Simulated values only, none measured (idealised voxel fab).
Process module under the name voxel transistor to metal
In the cross-section labelled cut, the width is 165 nm and each square cell is 5 nm.
Each cross-section below is a grid of square cells, stated as bands in top-down order, with one or more rows of cells making up each band. The band entry comprises the height of the band's top followed by the height of its bottom, expressed in nm, and subsequently the band's materials from left to right, each stated together with its width in nm. Where a single material is marked with the word "full width", that material fills the band from edge to edge. The word "air" represents empty space. Zero point of the height axis is 0; under it, received wafer = one material. Lowest band: continues down indefinitely, "0 and below". Note: "30 to 40" means the width goes from the first number (top row of the band) to the second number (bottom row) in equal steps per row of cells. It should be understood that the words "no modification", when stated for a given step, signify that the cross-section underwent no change in any of its cells during that step. So "Closed-off voids" is basically the list of trapped voids: any empty space of 8 cells or more that can't reach the top through an opening. They're written width x height at distance, the distance being from the left edge, and it's all nm. Past the settings on a step's line: simulator remark, on that step. "overlay nm", when on a step's line for a step with a mask, measures how far to the right of its planned place the mask lay; a negative measure means to the left.
### The planned process steps are enumerated hereunder
- 1: op RECEIVE | material Si
- 2: op CONFORMAL_DEP | material SiO2 | thk nm 5
- 3: op CONFORMAL_DEP | material SiN | thk nm 10
- 4: op PATTERN | tone cover | mask id ACTIVE | material resist | width nm 115 | thk nm 20 | overlay nm 0
- 5: op DIRECTIONAL_ETCH | etch materials SiN | depth nm 10
- 6: op DIRECTIONAL_ETCH | etch materials SiO2 | depth nm 5
- 7: op DIRECTIONAL_ETCH | etch materials Si | depth nm 25
- 8: op STRIP | etch materials resist
- 9: op FILL_DEP | material SiO2 | thk nm 10
- 10: op CMP | height nm 15
- 11: op SELECTIVE_ETCH | etch materials SiO2 | depth nm 10
- 12: op STRIP | etch materials SiN
- 13: op SELECTIVE_ETCH | etch materials SiO2 | depth nm 5
- 14: op OXIDIZE | depth nm 5
- 15: op DIRECTIONAL_DEP | material polySi | thk nm 25
- 16: op DIRECTIONAL_DEP | material SiCN | thk nm 15
- 17: op MASKED_ETCH | tone cover | mask id GATE | width nm 25 | etch materials SiCN | depth nm 25 | overlay nm 0
- 18: op MASKED_ETCH | tone cover | mask id GATE | width nm 25 | etch materials polySi | depth nm 35 | overlay nm 0
- 19: op CONFORMAL_DEP | material SiN | thk nm 10
- 20: op DIRECTIONAL_ETCH | etch materials SiN | depth nm 10
- 21: op DIRECTIONAL_ETCH | etch materials SiO2 | depth nm 5
- 22: op DIRECTIONAL_ETCH | etch materials Si | depth nm 15
- 23: op EPI | material nSi | thk nm 20
- 24: op FILL_DEP | material SiO2 | thk nm 5
- 25: op CMP | height nm 25
- 26: op STRIP | etch materials polySi
- 27: op SELECTIVE_ETCH | etch materials SiO2 | depth nm 5
- 28: op CONFORMAL_DEP | material HfO2 | thk nm 5
- 29: op CONFORMAL_DEP | material TiN | thk nm 5
- 30: op FILL_DEP | material W | thk nm 5
- 31: op CMP | height nm 20
- 32: op DIRECTIONAL_DEP | material SiO2 | thk nm 10
- 33: op PATTERN | tone open | mask id CONTACT | material resist | width nm 20 | pitch nm 75 | thk nm 20 | overlay nm 0
- 34: op DIRECTIONAL_ETCH | etch materials SiO2 | depth nm 30
- 35: op STRIP | etch materials resist
- 36: op CONFORMAL_DEP | material TiN | thk nm 5
- 37: op FILL_DEP | material W | thk nm 5
- 38: op CMP | height nm 30
- 39: op CONFORMAL_DEP | material SiCN | thk nm 5
- 40: op DIRECTIONAL_DEP | material lowk | thk nm 20
- 41: op DIRECTIONAL_DEP | material aC | thk nm 15
- 42: op PATTERN | tone open | mask id METAL_1 | material resist | width nm 20 | pitch nm 75 | thk nm 30 | overlay nm 0
- 43: op DIRECTIONAL_ETCH | etch materials aC | depth nm 15
- 44: op STRIP | etch materials resist
- 45: op DIRECTIONAL_ETCH | etch materials lowk | depth nm 20
- 46: op DIRECTIONAL_ETCH | etch materials SiCN | depth nm 5
- 47: op STRIP | etch materials aC
- 48: op CONFORMAL_DEP | material TiN | thk nm 5
- 49: op FILL_DEP | material Cu | thk nm 5
- 50: op CMP | height nm 55
- 51: op EPI | material Ru | thk nm 5
- 52: op FILL_DEP | material SiCN | thk nm 5
- 53: op DIRECTIONAL_DEP | material lowk | thk nm 30
- 54: op MASKED_ETCH | tone open | mask id METAL_2 | width nm 20 | pitch nm 75 | etch materials lowk | depth nm 15 | overlay nm 0
- 55: op MASKED_ETCH | tone open | mask id METAL_2_HOLES | width nm 15 | pitch nm 75 | etch materials lowk | depth nm 15 | overlay nm 0
- 56: op MASKED_ETCH | tone open | mask id METAL_2_HOLES | width nm 15 | pitch nm 75 | etch materials SiCN | depth nm 5 | overlay nm 0
- 57: op CONFORMAL_DEP | material TiN | thk nm 5
- 58: op FILL_DEP | material Cu | thk nm 5
- 59: op CMP | height nm 95
- 60: op CONFORMAL_DEP | material SiCN | thk nm 5
### Received-state cross-section, reflecting completion of step 1
* 0 and below | Si full width
* Closed-off voids: none
### The module was run from the start shown above using the plan shown above, but one mistake was made doing it; the resulting wafer cross-section is below
* 100 down to 95 | SiCN full width
* 95 down to 85 | lowk: 35; TiN: 5; Cu: 15; TiN: 5; lowk: 50; TiN: 5; Cu: 15; TiN: 5; lowk: 30
* 85 down to 80 | lowk: 35; TiN: 25; lowk: 50; TiN: 25; lowk: 30
* 80 down to 65 | lowk: 45; TiN: 10; lowk: 65; TiN: 10; lowk: 35
* 65 down to 60 | SiCN: 45; TiN: 5; SiCN: 70; TiN: 5; SiCN: 40
* 60 down to 55 | SiCN: 30; Ru: 30; SiCN: 45; Ru: 30; SiCN: 30
* 55 down to 35 | lowk: 35; TiN: 5; Cu: 10; TiN: 5; lowk: 55; TiN: 5; Cu: 10; TiN: 5; lowk: 35
* 35 down to 30 | SiCN: 35; TiN: 20; SiCN: 55; TiN: 20; SiCN: 35
* 30 down to 20 | SiO2: 35; TiN: 5; W: 10; TiN: 5; SiO2: 55; TiN: 5; W: 10; TiN: 5; SiO2: 35
* 20 down to 15 | SiO2: 35; TiN: 20; SiO2: 5; SiN: 10; HfO2: 5; TiN: 5; W: 5; TiN: 5; HfO2: 5; SiN: 10; SiO2: 5; TiN: 20; SiO2: 35
* 15 down to 5 | SiO2: 35; TiN: 5; nSi: 20; SiN: 10; HfO2: 5; TiN: 5; W: 5; TiN: 5; HfO2: 5; SiN: 10; nSi: 20; TiN: 5; SiO2: 35
* 5 down to 0 | SiO2: 35; TiN: 5; nSi: 20; SiN: 10; HfO2: 5; TiN: 15; HfO2: 5; SiN: 10; nSi: 20; TiN: 5; SiO2: 35
* 0 down to -5 | SiO2: 20; nSi: 40; SiO2: 5; HfO2: 35; SiO2: 5; nSi: 40; SiO2: 20
* -5 down to -20 | SiO2: 25; nSi: 35; Si: 45; nSi: 35; SiO2: 25
* -20 down to -25 | SiO2: 25; Si: 115; SiO2: 25
* -25 and below | Si full width
* Closed-off voids: none
Diagnosis: for step 55, the planned setting was not used; the step was instead run as op MASKED_ETCH | tone open | mask id METAL_2_HOLES | width nm 15 | pitch nm 75 | etch materials lowk | depth nm 15 | overlay nm 10
